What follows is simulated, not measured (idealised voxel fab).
process module | voxel gate over fins
cross-section cut | 300 nm wide | cells 5 nm
A cross-section is a grid of square cells, given in bands from the top down. A band is one or more rows of cells.
Each band's line starts with the height of the band's top and of its bottom, in nm. Then come its materials from left to right, each with its width in nm. One material with "throughout" fills the band from edge to edge. "air" is empty space.
Height 0 is the level under which the wafer as received is all one material. The lowest band goes on downwards, as in "0 down".
A width such as "30 to 40" changes by the same amount from each row of cells to the next, from the band's top row to its bottom row.
"no change" after a step means that no cell of the cross-section changed.
closed voids: empty space of 8 cells or more with no open way to the top, each as width x height at its distance from the left edge, in nm
after a step's settings: what the simulator itself notes on the step
overlay nm, on a step with a mask: how far to the right of its planned place the mask lay; to the left if negative
plan
1 op RECEIVE | material Si
2 op CONFORMAL_DEP | material SiN | thk nm 5
3 op MASKED_ETCH | tone cover | mask id FINS | width nm 15 | pitch nm 40 | etch materials SiN | depth nm 5 | overlay nm 0
4 op MASKED_ETCH | tone cover | mask id FINS | width nm 15 | pitch nm 40 | etch materials Si | depth nm 40 | overlay nm -15
5 op OXIDIZE | depth nm 5
6 op FILL_DEP | material SiO2 | thk nm 15
7 op CMP | height nm 5
8 op SELECTIVE_ETCH | etch materials SiO2 | depth nm 20
9 op STRIP | etch materials SiN
10 op CONFORMAL_DEP | material HfO2 | thk nm 5
11 op CONFORMAL_DEP | material TiN | thk nm 5
12 op FILL_DEP | material W | thk nm 15
13 op CMP | height nm 20
14 op CONFORMAL_DEP | material SiN | thk nm 5
varied across the wafers: overlay nm of step 4. The plan shows the first wafer's value. All wafers start alike
first wafer as received, after step 1
  0 down: Si throughout
  closed voids: none
first wafer at the end, after step 14
  25 to 20: SiN throughout
  20 to 10: W throughout
  10 to 5: W 95 | TiN 25 | W 15 | TiN 25 | W 15 | TiN 25 | W 100
  5 to 0: W 80 | TiN 20 | HfO2 15 | TiN 25 | HfO2 15 | TiN 25 | HfO2 15 | TiN 5 | W 100
  0 to -5: W 80 | TiN 5 | HfO2 20 | Si 5 | HfO2 5 | TiN 10 | HfO2 20 | Si 5 | HfO2 5 | TiN 10 | HfO2 20 | Si 5 | HfO2 5 | TiN 5 | W 100
  -5 to -10: TiN 85 | HfO2 5 | Si 20 | HfO2 5 | TiN 10 | HfO2 5 | Si 20 | HfO2 5 | TiN 10 | HfO2 5 | Si 20 | HfO2 5 | TiN 105
  -10 to -15: HfO2 90 | Si 20 | HfO2 20 | Si 20 | HfO2 20 | Si 20 | HfO2 110
  -15 to -45: SiO2 90 | Si 20 | SiO2 20 | Si 20 | SiO2 20 | Si 20 | SiO2 110
  -45 down: Si throughout
  closed voids: none
last wafer at the end
  25 to 20: SiN throughout
  20 to 10: W throughout
  10 to 5: W 95 | TiN 25 | W 15 | TiN 25 | W 15 | TiN 25 | W 100
  5 to 0: W 95 | TiN 5 | HfO2 15 | TiN 25 | HfO2 15 | TiN 25 | HfO2 15 | TiN 20 | W 85
  0 to -5: W 95 | TiN 5 | HfO2 5 | Si 5 | HfO2 20 | TiN 10 | HfO2 5 | Si 5 | HfO2 20 | TiN 10 | HfO2 5 | Si 5 | HfO2 20 | TiN 5 | W 85
  -5 to -10: TiN 100 | HfO2 5 | Si 20 | HfO2 5 | TiN 10 | HfO2 5 | Si 20 | HfO2 5 | TiN 10 | HfO2 5 | Si 20 | HfO2 5 | TiN 90
  -10 to -15: HfO2 105 | Si 20 | HfO2 20 | Si 20 | HfO2 20 | Si 20 | HfO2 95
  -15 to -45: SiO2 105 | Si 20 | SiO2 20 | Si 20 | SiO2 20 | Si 20 | SiO2 95
  -45 down: Si throughout
  closed voids: none
each wafer at the end: cells of each material gained (+) or lost (-) since it was received, then its closed voids
overlay nm -15 | +78 HfO2 | -441 Si | +60 SiN | +288 SiO2 | +78 TiN | +237 W | closed voids: none
overlay nm -10 | +78 HfO2 | -465 Si | +60 SiN | +306 SiO2 | +78 TiN | +243 W | closed voids: none
overlay nm -5 | +78 HfO2 | -489 Si | +60 SiN | +324 SiO2 | +78 TiN | +249 W | closed voids: none
overlay nm 0 | +78 HfO2 | -513 Si | +60 SiN | +342 SiO2 | +78 TiN | +255 W | closed voids: none
overlay nm 5 | +78 HfO2 | -489 Si | +60 SiN | +324 SiO2 | +78 TiN | +249 W | closed voids: none
overlay nm 10 | +78 HfO2 | -465 Si | +60 SiN | +306 SiO2 | +78 TiN | +243 W | closed voids: none
overlay nm 15 | +78 HfO2 | -441 Si | +60 SiN | +288 SiO2 | +78 TiN | +237 W | closed voids: none
